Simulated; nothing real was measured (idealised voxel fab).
Title: Process Module voxel self aligned vias
Cross-section cut spans 205 nm and uses square cells 5 nm in size.
Cross-section = grid of square cells, listed top down in bands; band = one or more rows. The band entry comprises the height of the band's top followed by the height of its bottom, expressed in nm, and subsequently the band's materials from left to right, each stated together with its width in nm. Where a single material is marked with the word "edge to edge", that material fills the band from edge to edge. The word "blank" represents empty space. Counting heights begins at 0, where everything beneath is, in the wafer as received, one material. The lowest band has no bottom; it goes on downwards, as "top 0, no bottom" shows. Read "30 to 40" as a graded width: first number on top, second number at the bottom, same change between each pair of neighbouring rows. "identical to before" -> step changed no cross-section cell. Any empty space of 8 cells or more lacking an open way to the top shows up in "Internal closed voids" as width x height at distance, distance from the left edge, in nm. If you see something after the settings on a step's line, that's the simulator's own remark about that step. overlay nm, on a step with a mask: how far to the right of its planned place the mask lay; to the left if negative.
Planned step list for the process
1) RECEIVE with material Si
2) CONFORMAL_DEP with material SiO2, thk nm 10
3) CONFORMAL_DEP with material SiCN, thk nm 5
4) DIRECTIONAL_DEP with material lowk, thk nm 20
5) DIRECTIONAL_DEP with material aC, thk nm 10
6) PATTERN with tone open, mask id LINES, material resist, width nm 30, pitch nm 80, thk nm 30, overlay nm 0
7) DIRECTIONAL_ETCH with etch materials aC, depth nm 10
8) STRIP with etch materials resist
9) DIRECTIONAL_ETCH with etch materials lowk, depth nm 20
10) STRIP with etch materials aC
11) CONFORMAL_DEP with material TiN, thk nm 5
12) FILL_DEP with material Ru, thk nm 5
13) CMP with height nm 35
14) SELECTIVE_ETCH with etch materials W Ru TiN, depth nm 10
15) FILL_DEP with material SiN, thk nm 10
16) CMP with height nm 35
17) DIRECTIONAL_DEP with material lowk, thk nm 15
18) DIRECTIONAL_DEP with material aC, thk nm 10
19) PATTERN with tone open, mask id VIAS, material resist, width nm 50, thk nm 30, overlay nm 0
20) DIRECTIONAL_ETCH with etch materials aC, depth nm 10
21) STRIP with etch materials resist
22) DIRECTIONAL_ETCH with etch materials lowk, depth nm 15
23) DIRECTIONAL_ETCH with etch materials SiN, depth nm 10
24) STRIP with etch materials aC
25) CONFORMAL_DEP with material TiN, thk nm 5
26) FILL_DEP with material W, thk nm 10
27) CMP with height nm 50
28) CONFORMAL_DEP with material SiN, thk nm 5
Shown in cross-section is the wafer as received, that is, as it stands after step 1
    top 0, no bottom: Si edge to edge
    Internal closed voids: none
End state of the module in cross-section, given the above starting point and plan and one mistake in execution
    top 55, bottom 50: SiN edge to edge
    top 50, bottom 40: 35 nm lowk  5 nm TiN  40 nm W  5 nm TiN  120 nm lowk
    top 40, bottom 35: 35 nm lowk  15 nm TiN  20 nm W  15 nm TiN  120 nm lowk
    top 35, bottom 30: 45 nm lowk  5 nm TiN  20 nm W  5 nm TiN  50 nm lowk  30 nm SiN  50 nm lowk
    top 30, bottom 25: 45 nm lowk  30 nm TiN  50 nm lowk  30 nm SiN  50 nm lowk
    top 25, bottom 20: 45 nm lowk  5 nm TiN  20 nm W  5 nm TiN  50 nm lowk  5 nm TiN  20 nm W  5 nm TiN  50 nm lowk
    top 20, bottom 15: 45 nm lowk  30 nm TiN  50 nm lowk  30 nm TiN  50 nm lowk
    top 15, bottom 10: SiCN edge to edge
    top 10, bottom 0: SiO2 edge to edge
    top 0, no bottom: Si edge to edge
    Internal closed voids: none
Deviation from plan: not per plan at step 12, really ran FILL_DEP with material W, thk nm 5
